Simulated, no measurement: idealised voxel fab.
process module | voxel plated lines
cross-section cut | 215 nm wide | cells 5 nm
A cross-section is a grid of square cells, given in bands from the top down. A band is one or more rows of cells.
Each band's line starts with the height of the band's top and of its bottom, in nm. Then come its materials from left to right, each with its width in nm. One material with "throughout" fills the band from edge to edge. "air" is empty space.
Height 0 is the level under which the wafer as received is all one material. The lowest band goes on downwards, as in "0 down".
A width such as "30 to 40" changes by the same amount from each row of cells to the next, from the band's top row to its bottom row.
"no change" after a step means that no cell of the cross-section changed.
closed voids: empty space of 8 cells or more with no open way to the top, each as width x height at its distance from the left edge, in nm
after a step's settings: what the simulator itself notes on the step
overlay nm, on a step with a mask: how far to the right of its planned place the mask lay; to the left if negative
plan
1 op RECEIVE | material Si
2 op CONFORMAL_DEP | material Al2O3 | thk nm 5
3 op DIRECTIONAL_DEP | material TiN | thk nm 5
4 op PATTERN | tone open | mask id LINES | material resist | width nm 25 | pitch nm 50 | thk nm 30 | overlay nm 0
5 op EPI | material Ru | thk nm 5
6 op EPI | material Ru | thk nm 5
7 op STRIP | etch materials resist
8 op DIRECTIONAL_ETCH | etch materials TiN | depth nm 5
9 op CONFORMAL_DEP | material SiO2 | thk nm 10
first wafer, as planned
as received, after step 1
  0 down: Si throughout
  closed voids: none
after step 2
  5 to 0: Al2O3 throughout
  below 0: unchanged
after step 3
  10 to 5: TiN throughout
  below 5: unchanged
after step 4
  40 to 10: resist 70 | air 25 | resist 25 | air 25 | resist 70
  below 10: unchanged
after step 5
  40 to 15: resist 70 | air 25 | resist 25 | air 25 | resist 70
  15 to 10: resist 70 | Ru 25 | resist 25 | Ru 25 | resist 70
  below 10: unchanged
after step 6
  40 to 20: resist 70 | air 25 | resist 25 | air 25 | resist 70
  20 to 10: resist 70 | Ru 25 | resist 25 | Ru 25 | resist 70
  below 10: unchanged
after step 7
  20 to 10: air 70 | Ru 25 | air 25 | Ru 25 | air 70
  below 10: unchanged
after step 8
  20 to 10: air 70 | Ru 25 | air 25 | Ru 25 | air 70
  10 to 5: air 70 | TiN 25 | air 25 | TiN 25 | air 70
  below 5: unchanged
after step 9
  30 to 20: air 60 | SiO2 45 | air 5 | SiO2 45 | air 60
  20 to 15: air 60 | SiO2 10 | Ru 25 | SiO2 10 | air 5 | SiO2 10 | Ru 25 | SiO2 10 | air 60
  15 to 10: SiO2 70 | Ru 25 | SiO2 25 | Ru 25 | SiO2 70
  10 to 5: SiO2 70 | TiN 25 | SiO2 25 | TiN 25 | SiO2 70
  below 5: unchanged
second wafer: like start, like plan, one mistake. Through step 7 it matches the first wafer
when step 8 should have ended
  20 to 10: air 70 | Ru 25 | air 25 | Ru 25 | air 70
  10 to 5: air 70 | TiN 25 | air 25 | TiN 25 | air 70
  below 5: unchanged
when step 9 should have ended
  30 to 20: air 60 | SiO2 45 | air 5 | SiO2 45 | air 60
  20 to 15: air 60 | SiO2 10 | Ru 25 | SiO2 10 | air 5 | SiO2 10 | Ru 25 | SiO2 10 | air 60
  15 to 10: SiO2 70 | Ru 25 | SiO2 25 | Ru 25 | SiO2 70
  10 to 5: SiO2 70 | TiN 25 | SiO2 25 | TiN 25 | SiO2 70
  below 5: unchanged
what went wrong: step 8 was run twice
at the end the two cross-sections are the same: no effect in what this model computes
